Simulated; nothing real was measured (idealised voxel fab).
process module | voxel spacer lines
cross-section cut | 280 nm wide | cells 5 nm
A cross-section is a grid of square cells, given in bands from the top down. A band is one or more rows of cells.
Each band's line starts with the height of the band's top and of its bottom, in nm. Then come its materials from left to right, each with its width in nm. One material with "throughout" fills the band from edge to edge. "air" is empty space.
Height 0 is the level under which the wafer as received is all one material. The lowest band goes on downwards, as in "0 down".
A width such as "30 to 40" changes by the same amount from each row of cells to the next, from the band's top row to its bottom row.
"no change" after a step means that no cell of the cross-section changed.
closed voids: empty space of 8 cells or more with no open way to the top, each as width x height at its distance from the left edge, in nm
after a step's settings: what the simulator itself notes on the step
overlay nm, on a step with a mask: how far to the right of its planned place the mask lay; to the left if negative
plan
1 op RECEIVE | material Si
2 op CONFORMAL_DEP | material Al2O3 | thk nm 10
3 op DIRECTIONAL_DEP | material SiN | thk nm 10
4 op DIRECTIONAL_DEP | material aC | thk nm 20
5 op PATTERN | tone cover | mask id MANDREL | material resist | width nm 15 | pitch nm 50 | thk nm 25 | overlay nm -15
6 op DIRECTIONAL_ETCH | etch materials aC | depth nm 20
7 op STRIP | etch materials resist
8 op CONFORMAL_DEP | material SiO2 | thk nm 10
9 op DIRECTIONAL_ETCH | etch materials SiO2 | depth nm 10
10 op STRIP | etch materials aC
11 op DIRECTIONAL_ETCH | etch materials SiN | depth nm 10
12 op STRIP | etch materials SiO2
13 op FILL_DEP | material SiO2 | thk nm 10
14 op CMP | height nm 20
varied across the wafers: overlay nm of step 5. The plan shows the first wafer's value. All wafers start alike
first wafer as received, after step 1
  0 down: Si throughout
  closed voids: none
first wafer at the end, after step 14
  20 to 10: SiO2 80 | SiN 10 | SiO2 15 | SiN 10 | SiO2 15 | SiN 10 | SiO2 15 | SiN 10 | SiO2 115
  10 to 0: Al2O3 throughout
  0 down: Si throughout
  closed voids: none
last wafer at the end
  20 to 10: SiO2 110 | SiN 10 | SiO2 15 | SiN 10 | SiO2 15 | SiN 10 | SiO2 15 | SiN 10 | SiO2 85
  10 to 0: Al2O3 throughout
  0 down: Si throughout
  closed voids: none
each wafer at the end: cells of each material gained (+) or lost (-) since it was received, then its closed voids
overlay nm -15 | +112 Al2O3 | +16 SiN | +96 SiO2 | closed voids: none
overlay nm -10 | +112 Al2O3 | +16 SiN | +96 SiO2 | closed voids: none
overlay nm -5 | +112 Al2O3 | +16 SiN | +96 SiO2 | closed voids: none
overlay nm 0 | +112 Al2O3 | +16 SiN | +96 SiO2 | closed voids: none
overlay nm 5 | +112 Al2O3 | +16 SiN | +96 SiO2 | closed voids: none
overlay nm 10 | +112 Al2O3 | +16 SiN | +96 SiO2 | closed voids: none
overlay nm 15 | +112 Al2O3 | +16 SiN | +96 SiO2 | closed voids: none
